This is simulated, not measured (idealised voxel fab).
Process module, titled voxel double patterning
Each square cell in cross-section cut measures 5 nm, and the section as a whole is 270 nm wide.
A cross-section is written here as square cells arranged in a grid, and it is given in bands from the top down, each band taking up one or more rows of cells.
Top, bottom (nm), then materials left to right with widths (nm); lone material tagged "throughout" fills the whole band edge to edge; "blank" = empty space.
Height datum 0, below which the as-received substrate wafer is one material. Lowest band open at the bottom, running downward: "z 0 and below".
A width such as "30..40" changes by the same amount from each row of cells to the next, from the band's top row to its bottom row.
"no change", as given for a step, is the statement that not any cell of the cross-section underwent a change during that step.
Entry "Unvented voids". Content: empty spaces with no open connection to the top, size 8 cells or greater. Each: width x height at distance. Distance: from left edge. Unit: nm.
Whatever follows a step's settings on its line is a remark the simulator itself makes about that step.
overlay nm: for a step with a mask, the amount by which the mask lay right of where it was planned; a negative amount means left of it.

## Here's what the planned process steps look like
1) RECEIVE | material Si
2) CONFORMAL_DEP | material SiO2 | thk nm 10
3) DIRECTIONAL_DEP | material TiN | thk nm 20
4) DIRECTIONAL_DEP | material SiN | thk nm 5
5) DIRECTIONAL_DEP | material aC | thk nm 10
6) PATTERN | tone open | mask id FIRST | material resist | width nm 15 | pitch nm 50 | thk nm 30 | overlay nm 0
7) DIRECTIONAL_ETCH | etch materials aC | depth nm 10
8) STRIP | etch materials resist
9) DIRECTIONAL_ETCH | etch materials SiN | depth nm 5
10) STRIP | etch materials aC
11) DIRECTIONAL_DEP | material aC | thk nm 10
12) PATTERN | tone open | mask id SECOND | material resist | width nm 15 | pitch nm 50 | thk nm 30 | overlay nm 0
13) DIRECTIONAL_ETCH | etch materials aC | depth nm 10
14) STRIP | etch materials resist
15) DIRECTIONAL_ETCH | etch materials SiN | depth nm 5
16) STRIP | etch materials aC
17) DIRECTIONAL_ETCH | etch materials TiN | depth nm 20
18) STRIP | etch materials SiN

## Cross-section of the wafer as it came to us, i.e., already through step 1
> z 0 and below  Si throughout
> Unvented voids: none

## The cross-section shown corresponds to the wafer at the conclusion of the module. The initial structure and the process plan are those presented above; however, one mistake occurred in executing the plan
> z 30 to 20  SiO2 throughout
> z 20 to 0  TiN throughout
> z 0 and below  Si throughout
> Unvented voids: none
Plan not followed: the processing plan was not followed for steps 2 and 3, which were run with their positions exchanged
